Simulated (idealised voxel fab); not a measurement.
Name of the process module below: voxel spacer lines
For reference, the cross-section in this document is cut, with width 280 nm and square cells of 5 nm.
A cross-section is written here as square cells arranged in a grid, and it is given in bands from the top down, each band taking up one or more rows of cells.
Read a band's entry like this: the first values are the height of its top and the height of its bottom in nm, and what follows is the sequence of materials from left to right, each with its width in nm. Note that "blank" is empty space, and that a single material marked "edge to edge" reaches across the band from edge to edge.
Counting heights begins at 0, where everything beneath is, in the wafer as received, one material. The lowest band has no bottom; it goes on downwards, as "0 and below" shows.
Quick explanation for "30->40": the width changes in equal steps down the rows of cells, from the first number in the band's top row to the second number in its bottom row.
Where the words "no modifications" appear for a step, the cross-section shows no cell changed by that step; every cell remained as before.
"Non-vented voids": empty spaces of 8 cells or more with no open way to the top, each given as width x height at distance, distance from the left edge, all in nm.
Heads up: the bit after the settings on a step's line is the simulator's remark on that step.
overlay nm: on a step with a mask, how far right of its planned place the mask lay; negative means left.

# Planned process steps
1) op RECEIVE | material Si
2) op CONFORMAL_DEP | material Al2O3 | thk nm 10
3) op DIRECTIONAL_DEP | material W | thk nm 10
4) op DIRECTIONAL_DEP | material polySi | thk nm 20
5) op PATTERN | tone cover | mask id MANDREL | material resist | width nm 15 | pitch nm 50 | thk nm 25 | overlay nm 0
6) op DIRECTIONAL_ETCH | etch materials polySi | depth nm 20
7) op STRIP | etch materials resist
8) op CONFORMAL_DEP | material SiO2 | thk nm 10
9) op DIRECTIONAL_ETCH | etch materials SiO2 | depth nm 10
10) op STRIP | etch materials polySi
11) op DIRECTIONAL_ETCH | etch materials W | depth nm 10
12) op STRIP | etch materials SiO2
13) op FILL_DEP | material lowk | thk nm 5
14) op CMP | height nm 20

# Cross-section of the wafer at receipt, which is the condition after step 1
	0 and below: Si edge to edge
	Non-vented voids: none

# Wafer at module end, in section. Began as above, planned as above, run with one mistake
	20 down to 10: lowk (100) | W (5) | lowk (15) | W (5) | lowk (25) | W (5) | lowk (15) | W (5) | lowk (105)
	10 down to 0: Al2O3 edge to edge
	0 and below: Si edge to edge
	Non-vented voids: none
What went wrong in running the wafer? it should be noted that step 8 was executed with settings other than those planned, the operation and settings actually applied being op CONFORMAL_DEP | material SiO2 | thk nm 5
